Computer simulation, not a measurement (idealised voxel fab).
process module | voxel trench capacitor
cross-section cut | 250 nm wide | cells 5 nm
A cross-section is a grid of square cells, given in bands from the top down. A band is one or more rows of cells.
Each band's line starts with the height of the band's top and of its bottom, in nm. Then come its materials from left to right, each with its width in nm. One material with "throughout" fills the band from edge to edge. "air" is empty space.
Height 0 is the level under which the wafer as received is all one material. The lowest band goes on downwards, as in "0 down".
A width such as "30 to 40" changes by the same amount from each row of cells to the next, from the band's top row to its bottom row.
"no change" after a step means that no cell of the cross-section changed.
closed voids: empty space of 8 cells or more with no open way to the top, each as width x height at its distance from the left edge, in nm
after a step's settings: what the simulator itself notes on the step
overlay nm, on a step with a mask: how far to the right of its planned place the mask lay; to the left if negative
plan
1 op RECEIVE | material Si
2 op CONFORMAL_DEP | material SiN | thk nm 10
3 op PATTERN | tone open | mask id TRENCH | material resist | width nm 30 | pitch nm 55 | thk nm 15 | overlay nm 0
4 op DIRECTIONAL_ETCH | etch materials SiN | depth nm 10
5 op DIRECTIONAL_ETCH | etch materials Si | depth nm 40
6 op STRIP | etch materials resist
7 op CONFORMAL_DEP | material Al2O3 | thk nm 5
8 op CONFORMAL_DEP | material TiN | thk nm 5
9 op FILL_DEP | material W | thk nm 5
10 op CMP | height nm 10
as received, after step 1
  0 down: Si throughout
  closed voids: none
a wafer at the end: this start, this plan, one mistake
  10 to 0: SiN 25 | Al2O3 5 | TiN 5 | W 15 | TiN 5 | Al2O3 5 | SiN 20 | Al2O3 5 | TiN 5 | W 15 | TiN 5 | Al2O3 5 | SiN 20 | Al2O3 5 | TiN 5 | W 15 | TiN 5 | Al2O3 5 | SiN 20 | Al2O3 5 | TiN 5 | W 15 | TiN 5 | Al2O3 5 | SiN 25
  0 to -30: Si 25 | Al2O3 5 | TiN 5 | W 15 | TiN 5 | Al2O3 5 | Si 20 | Al2O3 5 | TiN 5 | W 15 | TiN 5 | Al2O3 5 | Si 20 | Al2O3 5 | TiN 5 | W 15 | TiN 5 | Al2O3 5 | Si 20 | Al2O3 5 | TiN 5 | W 15 | TiN 5 | Al2O3 5 | Si 25
  -30 to -35: Si 25 | Al2O3 5 | TiN 25 | Al2O3 5 | Si 20 | Al2O3 5 | TiN 25 | Al2O3 5 | Si 20 | Al2O3 5 | TiN 25 | Al2O3 5 | Si 20 | Al2O3 5 | TiN 25 | Al2O3 5 | Si 25
  -35 to -40: Si 25 | Al2O3 35 | Si 20 | Al2O3 35 | Si 20 | Al2O3 35 | Si 20 | Al2O3 35 | Si 25
  -40 down: Si throughout
  closed voids: none
what went wrong: step 3 ran as: op PATTERN | tone open | mask id TRENCH | material resist | width nm 35 | pitch nm 55 | thk nm 15 | overlay nm 0
